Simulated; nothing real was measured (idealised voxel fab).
Process module under the name voxel ribs on slabs
For reference, the cross-section in this document is cut, with width 145 nm and square cells of 5 nm.
Cross-section = grid of square cells, listed top down in bands; band = one or more rows.
What a band's entry tells you: where the top is and where the bottom is, as heights in nm, and after that what lies inside, material by material from left to right, each with its width in nm. Empty space is written as the word "blank", and a single material marked with the word "throughout" occupies the band from edge to edge.
Heights are reckoned from 0. Under this level, the received wafer is all of one material. The bottommost band is open-ended downward, for example "top 0, no bottom".
Read "30..40" as a graded width: first number on top, second number at the bottom, same change between each pair of neighbouring rows.
Given "nothing changed" for a step, no cell of the cross-section differs between before and after that step.
Reported under the label "Voids, sealed" are the empty spaces having no open way to the top and comprising 8 cells or more; the notation for each is width x height at distance, in which the distance is measured from the left edge and all three values are in nm.
What comes after the settings on a step's line is commentary from the simulator itself on that step.
Regarding "overlay nm": on a step with a mask, it is the distance the mask lay to the right of its planned place; a negative value places it to the left.
The following list gives the planned process steps:
1. RECEIVE: material Si
2. DIRECTIONAL_DEP: material SiO2, thk nm 25
3. DIRECTIONAL_DEP: material polySi, thk nm 20
4. DIRECTIONAL_DEP: material aC, thk nm 15
5. PATTERN: tone cover, mask id RIB, material resist, width nm 30, thk nm 30, overlay nm 0
6. DIRECTIONAL_ETCH: etch materials aC, depth nm 15
7. STRIP: etch materials resist
8. DIRECTIONAL_ETCH: etch materials polySi, depth nm 10
9. STRIP: etch materials aC
10. DIRECTIONAL_DEP: material aC, thk nm 10
11. PATTERN: tone cover, mask id SLAB, material resist, width nm 80, thk nm 25, overlay nm 0
12. DIRECTIONAL_ETCH: etch materials aC, depth nm 10
13. STRIP: etch materials resist
14. DIRECTIONAL_ETCH: etch materials polySi, depth nm 10
15. STRIP: etch materials aC
16. FILL_DEP: material SiO2, thk nm 20
17. CMP: height nm 55
18. DIRECTIONAL_DEP: material W, thk nm 5
19. DIRECTIONAL_DEP: material aC, thk nm 15
20. PATTERN: tone cover, mask id HEATER, material resist, width nm 40, thk nm 30, overlay nm 0
21. DIRECTIONAL_ETCH: etch materials aC, depth nm 15
22. STRIP: etch materials resist
23. DIRECTIONAL_ETCH: etch materials W, depth nm 5
24. STRIP: etch materials aC
25. CONFORMAL_DEP: material SiO2, thk nm 10
Cross-section of the wafer as it came to us, i.e., already through step 1:
- top 0, no bottom = Si throughout
- Voids, sealed: none
First wafer at the end, as planned:
- top 70, bottom 65 = 40 nm blank  60 nm SiO2  45 nm blank
- top 65, bottom 60 = SiO2 throughout
- top 60, bottom 55 = 50 nm SiO2  40 nm W  55 nm SiO2
- top 55, bottom 45 = SiO2 throughout
- top 45, bottom 35 = 55 nm SiO2  30 nm polySi  60 nm SiO2
- top 35, bottom 25 = 30 nm SiO2  80 nm polySi  35 nm SiO2
- top 25, bottom 0 = SiO2 throughout
- top 0, no bottom = Si throughout
- Voids, sealed: none
Here's the second of our two wafers sectioned at module end. Same start as the first, same plan, but one mistake got made running it:
- top 70, bottom 65 = 40 nm blank  60 nm SiO2  45 nm blank
- top 65, bottom 60 = SiO2 throughout
- top 60, bottom 55 = 50 nm SiO2  40 nm W  55 nm SiO2
- top 55, bottom 20 = SiO2 throughout
- top 20, bottom 0 = polySi throughout
- top 0, no bottom = Si throughout
- Voids, sealed: none
Where did the run depart from the plan? steps 2 and 3 of the plan were each performed in the slot designated for the other
End check, counted in cells, second wafer has more or fewer of these materials than the first: SiO2 -72 | polySi +72
